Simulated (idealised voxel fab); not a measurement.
The process module presented herein is designated voxel tone inversion.
The cross-section on display is named cut; it measures 210 nm wide, and its cells are 5 nm squares.
Each cross-section below is a grid of square cells, stated as bands in top-down order, with one or more rows of cells making up each band. Band entry format. Leading values: height of top, height of bottom, nm. Remainder: materials in left-to-right order, each with its width in nm. Special words: "all across" on a single material, which then fills the band edge to edge; "blank", empty space. Height reference: 0 = level under which incoming wafer is all one material. Lowest band: no bottom, runs on downward, e.g. "0 -> down". The notation "30->40" denotes a width that varies across the rows of cells in the band, beginning at the first number in the top row, finishing at the second number in the bottom row, and changing by an identical amount from each row to the next. No cell of the cross-section changed in a step that is given as "remains unaltered". In the "Closed void roster" entry, you get each enclosed empty space of 8 cells or more, one with no open way to the top, written width x height at distance, distance from the left edge, in nm. Whatever follows a step's settings on its line is a remark the simulator itself makes about that step. overlay nm: right-of-plan distance of the mask on a masked step; negative values mean left-of-plan.

So here's the lineup of process steps we planned:
1. RECEIVE (material Si)
2. CONFORMAL_DEP (material SiN; thk nm 10)
3. DIRECTIONAL_DEP (material polySi; thk nm 20)
4. PATTERN (tone cover; mask id POSTS; material resist; width nm 15; pitch nm 35; thk nm 30; overlay nm 0)
5. DIRECTIONAL_ETCH (etch materials polySi; depth nm 20)
6. STRIP (etch materials resist)
7. FILL_DEP (material SiO2; thk nm 5)
8. CMP (height nm 30)
9. STRIP (etch materials polySi)

Cross-section of the wafer as it came to us, i.e., already through step 1:
- 0 -> down = Si all across
- Closed void roster: none

Looking at the first of two wafers in cross-section at end of module - ran to plan:
- 30 -> 10 = 60 nm SiO2; 15 nm blank; 20 nm SiO2; 15 nm blank; 20 nm SiO2; 15 nm blank; 65 nm SiO2
- 10 -> 0 = SiN all across
- 0 -> down = Si all across
- Closed void roster: none

Here's the second of our two wafers sectioned at module end. Same start as the first, same plan, but one mistake got made running it:
- 30 -> 10 = SiO2 all across
- 10 -> 0 = SiN all across
- 0 -> down = Si all across
- Closed void roster: none
What was the processing mistake? step 3 ran as: DIRECTIONAL_DEP (material SiO2; thk nm 20)
Wafer comparison, final, in cells, second relative to first, materials more or fewer: SiO2: 36 more
